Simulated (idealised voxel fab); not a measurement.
process module | voxel spacer lines
cross-section cut | 210 nm wide | cells 5 nm
A cross-section is a grid of square cells, given in bands from the top down. A band is one or more rows of cells.
Each band's line starts with the height of the band's top and of its bottom, in nm. Then come its materials from left to right, each with its width in nm. One material with "throughout" fills the band from edge to edge. "air" is empty space.
Height 0 is the level under which the wafer as received is all one material. The lowest band goes on downwards, as in "0 down".
A width such as "30 to 40" changes by the same amount from each row of cells to the next, from the band's top row to its bottom row.
"no change" after a step means that no cell of the cross-section changed.
closed voids: empty space of 8 cells or more with no open way to the top, each as width x height at its distance from the left edge, in nm
after a step's settings: what the simulator itself notes on the step
overlay nm, on a step with a mask: how far to the right of its planned place the mask lay; to the left if negative
Each pair below shows a cross-section before one step and the cross-section after it, down to the lowest band that changed. The line under each pair gives the step between them, with its settings. The pairs can come from different runs of this module on the same starting wafer, so a pair continues from the pair above only where its "before" says so.
before
  0 down: Si throughout
  closed voids: none
after
  10 to 0: Al2O3 throughout
  below 0: unchanged
  closed voids: none
the step between: op CONFORMAL_DEP | material Al2O3 | thk nm 10
before: the cross-section after the pair above
after
  25 to 10: W throughout
  below 10: unchanged
  closed voids: none
the step between: op DIRECTIONAL_DEP | material W | thk nm 15
before: the cross-section after the pair above
after
  55 to 25: aC throughout
  below 25: unchanged
  closed voids: none
the step between: op DIRECTIONAL_DEP | material aC | thk nm 30
before: the cross-section after the pair above
after
  90 to 55: air 60 | resist 20 | air 50 | resist 20 | air 60
  below 55: unchanged
  closed voids: none
the step between: op PATTERN | tone cover | mask id MANDREL | material resist | width nm 20 | pitch nm 70 | thk nm 35 | overlay nm 0
before: the cross-section after the pair above
after
  60 to 55: air 60 | resist 20 | air 50 | resist 20 | air 60
  55 to 25: air 60 | aC 20 | air 50 | aC 20 | air 60
  below 25: unchanged
  closed voids: none
the step between: op DIRECTIONAL_ETCH | etch materials aC | depth nm 30
before: the cross-section after the pair above
after
  55 to 25: air 60 | aC 20 | air 50 | aC 20 | air 60
  below 25: unchanged
  closed voids: none
the step between: op STRIP | etch materials resist
before: the cross-section after the pair above
after
  70 to 55: air 45 | SiO2 50 | air 20 | SiO2 50 | air 45
  55 to 40: air 45 | SiO2 15 | aC 20 | SiO2 15 | air 20 | SiO2 15 | aC 20 | SiO2 15 | air 45
  40 to 25: SiO2 60 | aC 20 | SiO2 50 | aC 20 | SiO2 60
  below 25: unchanged
  closed voids: none
the step between: op CONFORMAL_DEP | material SiO2 | thk nm 15
before: the cross-section after the pair above
after
  55 to 25: air 45 | SiO2 15 | aC 20 | SiO2 15 | air 20 | SiO2 15 | aC 20 | SiO2 15 | air 45
  below 25: unchanged
  closed voids: none
the step between: op DIRECTIONAL_ETCH | etch materials SiO2 | depth nm 15
before: the cross-section after the pair above
after
  55 to 25: air 45 | SiO2 15 | air 20 | SiO2 15 | air 20 | SiO2 15 | air 20 | SiO2 15 | air 45
  below 25: unchanged
  closed voids: none
the step between: op STRIP | etch materials aC
before: the cross-section after the pair above
after
  55 to 25: air 45 | SiO2 15 | air 20 | SiO2 15 | air 20 | SiO2 15 | air 20 | SiO2 15 | air 45
  25 to 10: air 45 | W 15 | air 20 | W 15 | air 20 | W 15 | air 20 | W 15 | air 45
  below 10: unchanged
  closed voids: none
the step between: op DIRECTIONAL_ETCH | etch materials W | depth nm 15
before: the cross-section after the pair above
after
  25 to 10: air 45 | W 15 | air 20 | W 15 | air 20 | W 15 | air 20 | W 15 | air 45
  below 10: unchanged
  closed voids: none
the step between: op STRIP | etch materials SiO2
before: the cross-section after the pair above
after
  35 to 25: lowk throughout
  25 to 10: lowk 45 | W 15 | lowk 20 | W 15 | lowk 20 | W 15 | lowk 20 | W 15 | lowk 45
  below 10: unchanged
  closed voids: none
the step between: op FILL_DEP | material lowk | thk nm 10
before: the cross-section after the pair above
after
  25 to 10: lowk 45 | W 15 | lowk 20 | W 15 | lowk 20 | W 15 | lowk 20 | W 15 | lowk 45
  below 10: unchanged
  closed voids: none
the step between: op CMP | height nm 25
before
  0 down: Si throughout
  closed voids: none
after
  15 to 0: W throughout
  below 0: unchanged
  closed voids: none
the step between: op DIRECTIONAL_DEP | material W | thk nm 15
before: the cross-section after the pair above
after
  45 to 15: aC throughout
  below 15: unchanged
  closed voids: none
the step between: op DIRECTIONAL_DEP | material aC | thk nm 30
before: the cross-section after the pair above
after
  80 to 45: air 60 | resist 20 | air 50 | resist 20 | air 60
  below 45: unchanged
  closed voids: none
the step between: op PATTERN | tone cover | mask id MANDREL | material resist | width nm 20 | pitch nm 70 | thk nm 35 | overlay nm 0
before: the cross-section after the pair above
after
  50 to 45: air 60 | resist 20 | air 50 | resist 20 | air 60
  45 to 15: air 60 | aC 20 | air 50 | aC 20 | air 60
  below 15: unchanged
  closed voids: none
the step between: op DIRECTIONAL_ETCH | etch materials aC | depth nm 30
before: the cross-section after the pair above
after
  45 to 15: air 60 | aC 20 | air 50 | aC 20 | air 60
  below 15: unchanged
  closed voids: none
the step between: op STRIP | etch materials resist
before: the cross-section after the pair above
after
  60 to 45: air 45 | SiO2 50 | air 20 | SiO2 50 | air 45
  45 to 30: air 45 | SiO2 15 | aC 20 | SiO2 15 | air 20 | SiO2 15 | aC 20 | SiO2 15 | air 45
  30 to 15: SiO2 60 | aC 20 | SiO2 50 | aC 20 | SiO2 60
  below 15: unchanged
  closed voids: none
the step between: op CONFORMAL_DEP | material SiO2 | thk nm 15
before: the cross-section after the pair above
after
  45 to 15: air 45 | SiO2 15 | aC 20 | SiO2 15 | air 20 | SiO2 15 | aC 20 | SiO2 15 | air 45
  below 15: unchanged
  closed voids: none
the step between: op DIRECTIONAL_ETCH | etch materials SiO2 | depth nm 15
before: the cross-section after the pair above
after
  45 to 15: air 45 | SiO2 15 | air 20 | SiO2 15 | air 20 | SiO2 15 | air 20 | SiO2 15 | air 45
  below 15: unchanged
  closed voids: none
the step between: op STRIP | etch materials aC
before: the cross-section after the pair above
after
  45 to 15: air 45 | SiO2 15 | air 20 | SiO2 15 | air 20 | SiO2 15 | air 20 | SiO2 15 | air 45
  15 to 0: air 45 | W 15 | air 20 | W 15 | air 20 | W 15 | air 20 | W 15 | air 45
  below 0: unchanged
  closed voids: none
the step between: op DIRECTIONAL_ETCH | etch materials W | depth nm 15
before: the cross-section after the pair above
after
  15 to 0: air 45 | W 15 | air 20 | W 15 | air 20 | W 15 | air 20 | W 15 | air 45
  below 0: unchanged
  closed voids: none
the step between: op STRIP | etch materials SiO2
before: the cross-section after the pair above
after
  25 to 15: lowk throughout
  15 to 0: lowk 45 | W 15 | lowk 20 | W 15 | lowk 20 | W 15 | lowk 20 | W 15 | lowk 45
  below 0: unchanged
  closed voids: none
the step between: op FILL_DEP | material lowk | thk nm 10
before
  60 to 55: air 60 | resist 20 | air 50 | resist 20 | air 60
  55 to 25: air 60 | aC 20 | air 50 | aC 20 | air 60
  25 to 10: W throughout
  10 to 0: Al2O3 throughout
  0 down: Si throughout
  closed voids: none
after
  30 to 25: air 60 | aC 20 | air 50 | aC 20 | air 60
  below 25: unchanged
  closed voids: none
the step between: op DIRECTIONAL_ETCH | etch materials aC | depth nm 30
before: the cross-section after the pair above
after
  45 to 40: air 45 | SiO2 50 | air 20 | SiO2 50 | air 45
  40 to 30: SiO2 throughout
  30 to 25: SiO2 60 | aC 20 | SiO2 50 | aC 20 | SiO2 60
  below 25: unchanged
  closed voids: none
the step between: op CONFORMAL_DEP | material SiO2 | thk nm 15
before: the cross-section after the pair above
after
  30 to 25: air 45 | SiO2 15 | aC 20 | SiO2 15 | air 20 | SiO2 15 | aC 20 | SiO2 15 | air 45
  below 25: unchanged
  closed voids: none
the step between: op DIRECTIONAL_ETCH | etch materials SiO2 | depth nm 15
before: the cross-section after the pair above
after
  30 to 25: air 45 | SiO2 15 | air 20 | SiO2 15 | air 20 | SiO2 15 | air 20 | SiO2 15 | air 45
  below 25: unchanged
  closed voids: none
the step between: op STRIP | etch materials aC
before: the cross-section after the pair above
after
  30 to 25: air 45 | SiO2 15 | air 20 | SiO2 15 | air 20 | SiO2 15 | air 20 | SiO2 15 | air 45
  25 to 10: air 45 | W 15 | air 20 | W 15 | air 20 | W 15 | air 20 | W 15 | air 45
  below 10: unchanged
  closed voids: none
the step between: op DIRECTIONAL_ETCH | etch materials W | depth nm 15
before: the cross-section after the pair above
after
  25 to 10: air 45 | W 15 | air 20 | W 15 | air 20 | W 15 | air 20 | W 15 | air 45
  below 10: unchanged
  closed voids: none
the step between: op STRIP | etch materials SiO2
before
  15 to 0: W throughout
  0 down: Si throughout
  closed voids: none
after
  25 to 15: Al2O3 throughout
  below 15: unchanged
  closed voids: none
the step between: op CONFORMAL_DEP | material Al2O3 | thk nm 10
before: the cross-section after the pair above
after
  55 to 25: aC throughout
  below 25: unchanged
  closed voids: none
the step between: op DIRECTIONAL_DEP | material aC | thk nm 30
before: the cross-section after the pair above
after
  90 to 55: air 60 | resist 20 | air 50 | resist 20 | air 60
  below 55: unchanged
  closed voids: none
the step between: op PATTERN | tone cover | mask id MANDREL | material resist | width nm 20 | pitch nm 70 | thk nm 35 | overlay nm 0
before: the cross-section after the pair above
after
  60 to 55: air 60 | resist 20 | air 50 | resist 20 | air 60
  55 to 25: air 60 | aC 20 | air 50 | aC 20 | air 60
  below 25: unchanged
  closed voids: none
the step between: op DIRECTIONAL_ETCH | etch materials aC | depth nm 30
before: the cross-section after the pair above
after
  55 to 25: air 60 | aC 20 | air 50 | aC 20 | air 60
  below 25: unchanged
  closed voids: none
the step between: op STRIP | etch materials resist
before: the cross-section after the pair above
after
  70 to 55: air 45 | SiO2 50 | air 20 | SiO2 50 | air 45
  55 to 40: air 45 | SiO2 15 | aC 20 | SiO2 15 | air 20 | SiO2 15 | aC 20 | SiO2 15 | air 45
  40 to 25: SiO2 60 | aC 20 | SiO2 50 | aC 20 | SiO2 60
  below 25: unchanged
  closed voids: none
the step between: op CONFORMAL_DEP | material SiO2 | thk nm 15
before: the cross-section after the pair above
after
  55 to 25: air 45 | SiO2 15 | aC 20 | SiO2 15 | air 20 | SiO2 15 | aC 20 | SiO2 15 | air 45
  below 25: unchanged
  closed voids: none
the step between: op DIRECTIONAL_ETCH | etch materials SiO2 | depth nm 15
before: the cross-section after the pair above
after
  55 to 25: air 45 | SiO2 15 | air 20 | SiO2 15 | air 20 | SiO2 15 | air 20 | SiO2 15 | air 45
  below 25: unchanged
  closed voids: none
the step between: op STRIP | etch materials aC
before: the cross-section after the pair above
after
  25 to 15: Al2O3 throughout
  below 15: unchanged
  closed voids: none
the step between: op STRIP | etch materials SiO2
before: the cross-section after the pair above
after
  35 to 25: lowk throughout
  below 25: unchanged
  closed voids: none
the step between: op FILL_DEP | material lowk | thk nm 10
before: the cross-section after the pair above
after
  25 to 15: Al2O3 throughout
  below 15: unchanged
  closed voids: none
the step between: op CMP | height nm 25
before
  35 to 25: lowk throughout
  25 to 10: lowk 45 | W 15 | lowk 20 | W 15 | lowk 20 | W 15 | lowk 20 | W 15 | lowk 45
  10 to 0: Al2O3 throughout
  0 down: Si throughout
  closed voids: none
after
  15 to 10: lowk 45 | W 15 | lowk 20 | W 15 | lowk 20 | W 15 | lowk 20 | W 15 | lowk 45
  below 10: unchanged
  closed voids: none
the step between: op CMP | height nm 15
before
  55 to 25: aC throughout
  25 to 10: W throughout
  10 to 0: Al2O3 throughout
  0 down: Si throughout
  closed voids: none
after
  90 to 55: air 55 | resist 30 | air 40 | resist 30 | air 55
  below 55: unchanged
  closed voids: none
the step between: op PATTERN | tone cover | mask id MANDREL | material resist | width nm 30 | pitch nm 70 | thk nm 35 | overlay nm 0
before: the cross-section after the pair above
after
  60 to 55: air 55 | resist 30 | air 40 | resist 30 | air 55
  55 to 25: air 55 | aC 30 | air 40 | aC 30 | air 55
  below 25: unchanged
  closed voids: none
the step between: op DIRECTIONAL_ETCH | etch materials aC | depth nm 30
before: the cross-section after the pair above
after
  55 to 25: air 55 | aC 30 | air 40 | aC 30 | air 55
  below 25: unchanged
  closed voids: none
the step between: op STRIP | etch materials resist
before: the cross-section after the pair above
after
  70 to 55: air 40 | SiO2 60 | air 10 | SiO2 60 | air 40
  55 to 40: air 40 | SiO2 15 | aC 30 | SiO2 15 | air 10 | SiO2 15 | aC 30 | SiO2 15 | air 40
  40 to 25: SiO2 55 | aC 30 | SiO2 40 | aC 30 | SiO2 55
  below 25: unchanged
  closed voids: none
the step between: op CONFORMAL_DEP | material SiO2 | thk nm 15
before: the cross-section after the pair above
after
  55 to 25: air 40 | SiO2 15 | aC 30 | SiO2 15 | air 10 | SiO2 15 | aC 30 | SiO2 15 | air 40
  below 25: unchanged
  closed voids: none
the step between: op DIRECTIONAL_ETCH | etch materials SiO2 | depth nm 15
before: the cross-section after the pair above
after
  55 to 25: air 40 | SiO2 15 | air 30 | SiO2 15 | air 10 | SiO2 15 | air 30 | SiO2 15 | air 40
  below 25: unchanged
  closed voids: none
the step between: op STRIP | etch materials aC
before: the cross-section after the pair above
after
  55 to 25: air 40 | SiO2 15 | air 30 | SiO2 15 | air 10 | SiO2 15 | air 30 | SiO2 15 | air 40
  25 to 10: air 40 | W 15 | air 30 | W 15 | air 10 | W 15 | air 30 | W 15 | air 40
  below 10: unchanged
  closed voids: none
the step between: op DIRECTIONAL_ETCH | etch materials W | depth nm 15
before: the cross-section after the pair above
after
  25 to 10: air 40 | W 15 | air 30 | W 15 | air 10 | W 15 | air 30 | W 15 | air 40
  below 10: unchanged
  closed voids: none
the step between: op STRIP | etch materials SiO2
before: the cross-section after the pair above
after
  35 to 25: lowk throughout
  25 to 10: lowk 40 | W 15 | lowk 30 | W 15 | lowk 10 | W 15 | lowk 30 | W 15 | lowk 40
  below 10: unchanged
  closed voids: none
the step between: op FILL_DEP | material lowk | thk nm 10
before: the cross-section after the pair above
after
  25 to 10: lowk 40 | W 15 | lowk 30 | W 15 | lowk 10 | W 15 | lowk 30 | W 15 | lowk 40
  below 10: unchanged
  closed voids: none
the step between: op CMP | height nm 25
before
  55 to 25: aC throughout
  25 to 10: W throughout
  10 to 0: Al2O3 throughout
  0 down: Si throughout
  closed voids: none
after
  90 to 55: air 50 | resist 20 | air 50 | resist 20 | air 70
  below 55: unchanged
  closed voids: none
the step between: op PATTERN | tone cover | mask id MANDREL | material resist | width nm 20 | pitch nm 70 | thk nm 35 | overlay nm -10
before: the cross-section after the pair above
after
  60 to 55: air 50 | resist 20 | air 50 | resist 20 | air 70
  55 to 25: air 50 | aC 20 | air 50 | aC 20 | air 70
  below 25: unchanged
  closed voids: none
the step between: op DIRECTIONAL_ETCH | etch materials aC | depth nm 30
before: the cross-section after the pair above
after
  55 to 25: air 50 | aC 20 | air 50 | aC 20 | air 70
  below 25: unchanged
  closed voids: none
the step between: op STRIP | etch materials resist
before: the cross-section after the pair above
after
  70 to 55: air 35 | SiO2 50 | air 20 | SiO2 50 | air 55
  55 to 40: air 35 | SiO2 15 | aC 20 | SiO2 15 | air 20 | SiO2 15 | aC 20 | SiO2 15 | air 55
  40 to 25: SiO2 50 | aC 20 | SiO2 50 | aC 20 | SiO2 70
  below 25: unchanged
  closed voids: none
the step between: op CONFORMAL_DEP | material SiO2 | thk nm 15
before: the cross-section after the pair above
after
  55 to 25: air 35 | SiO2 15 | aC 20 | SiO2 15 | air 20 | SiO2 15 | aC 20 | SiO2 15 | air 55
  below 25: unchanged
  closed voids: none
the step between: op DIRECTIONAL_ETCH | etch materials SiO2 | depth nm 15
before: the cross-section after the pair above
after
  55 to 25: air 35 | SiO2 15 | air 20 | SiO2 15 | air 20 | SiO2 15 | air 20 | SiO2 15 | air 55
  below 25: unchanged
  closed voids: none
the step between: op STRIP | etch materials aC
before: the cross-section after the pair above
after
  55 to 25: air 35 | SiO2 15 | air 20 | SiO2 15 | air 20 | SiO2 15 | air 20 | SiO2 15 | air 55
  25 to 10: air 35 | W 15 | air 20 | W 15 | air 20 | W 15 | air 20 | W 15 | air 55
  below 10: unchanged
  closed voids: none
the step between: op DIRECTIONAL_ETCH | etch materials W | depth nm 15
before: the cross-section after the pair above
after
  25 to 10: air 35 | W 15 | air 20 | W 15 | air 20 | W 15 | air 20 | W 15 | air 55
  below 10: unchanged
  closed voids: none
the step between: op STRIP | etch materials SiO2
before: the cross-section after the pair above
after
  35 to 25: lowk throughout
  25 to 10: lowk 35 | W 15 | lowk 20 | W 15 | lowk 20 | W 15 | lowk 20 | W 15 | lowk 55
  below 10: unchanged
  closed voids: none
the step between: op FILL_DEP | material lowk | thk nm 10
before: the cross-section after the pair above
after
  25 to 10: lowk 35 | W 15 | lowk 20 | W 15 | lowk 20 | W 15 | lowk 20 | W 15 | lowk 55
  below 10: unchanged
  closed voids: none
the step between: op CMP | height nm 25
before
  0 down: Si throughout
  closed voids: none
after
  10 to 0: aC throughout
  below 0: unchanged
  closed voids: none
the step between: op CONFORMAL_DEP | material aC | thk nm 10
before: the cross-section after the pair above
after
  25 to 10: W throughout
  below 10: unchanged
  closed voids: none
the step between: op DIRECTIONAL_DEP | material W | thk nm 15
before: the cross-section after the pair above
after
  55 to 25: aC throughout
  below 25: unchanged
  closed voids: none
the step between: op DIRECTIONAL_DEP | material aC | thk nm 30
before: the cross-section after the pair above
after
  90 to 55: air 60 | resist 20 | air 50 | resist 20 | air 60
  below 55: unchanged
  closed voids: none
the step between: op PATTERN | tone cover | mask id MANDREL | material resist | width nm 20 | pitch nm 70 | thk nm 35 | overlay nm 0
before: the cross-section after the pair above
after
  60 to 55: air 60 | resist 20 | air 50 | resist 20 | air 60
  55 to 25: air 60 | aC 20 | air 50 | aC 20 | air 60
  below 25: unchanged
  closed voids: none
the step between: op DIRECTIONAL_ETCH | etch materials aC | depth nm 30
before: the cross-section after the pair above
after
  55 to 25: air 60 | aC 20 | air 50 | aC 20 | air 60
  below 25: unchanged
  closed voids: none
the step between: op STRIP | etch materials resist
before: the cross-section after the pair above
after
  70 to 55: air 45 | SiO2 50 | air 20 | SiO2 50 | air 45
  55 to 40: air 45 | SiO2 15 | aC 20 | SiO2 15 | air 20 | SiO2 15 | aC 20 | SiO2 15 | air 45
  40 to 25: SiO2 60 | aC 20 | SiO2 50 | aC 20 | SiO2 60
  below 25: unchanged
  closed voids: none
the step between: op CONFORMAL_DEP | material SiO2 | thk nm 15
before: the cross-section after the pair above
after
  55 to 25: air 45 | SiO2 15 | aC 20 | SiO2 15 | air 20 | SiO2 15 | aC 20 | SiO2 15 | air 45
  below 25: unchanged
  closed voids: none
the step between: op DIRECTIONAL_ETCH | etch materials SiO2 | depth nm 15
before: the cross-section after the pair above
after
  55 to 25: air 45 | SiO2 15 | air 20 | SiO2 15 | air 20 | SiO2 15 | air 20 | SiO2 15 | air 45
  below 25: unchanged
  closed voids: none
the step between: op STRIP | etch materials aC
before: the cross-section after the pair above
after
  55 to 25: air 45 | SiO2 15 | air 20 | SiO2 15 | air 20 | SiO2 15 | air 20 | SiO2 15 | air 45
  25 to 10: air 45 | W 15 | air 20 | W 15 | air 20 | W 15 | air 20 | W 15 | air 45
  below 10: unchanged
  closed voids: none
the step between: op DIRECTIONAL_ETCH | etch materials W | depth nm 15
before: the cross-section after the pair above
after
  25 to 10: air 45 | W 15 | air 20 | W 15 | air 20 | W 15 | air 20 | W 15 | air 45
  below 10: unchanged
  closed voids: none
the step between: op STRIP | etch materials SiO2
before: the cross-section after the pair above
after
  35 to 25: lowk throughout
  25 to 10: lowk 45 | W 15 | lowk 20 | W 15 | lowk 20 | W 15 | lowk 20 | W 15 | lowk 45
  below 10: unchanged
  closed voids: none
the step between: op FILL_DEP | material lowk | thk nm 10
before: the cross-section after the pair above
after
  25 to 10: lowk 45 | W 15 | lowk 20 | W 15 | lowk 20 | W 15 | lowk 20 | W 15 | lowk 45
  below 10: unchanged
  closed voids: none
the step between: op CMP | height nm 25
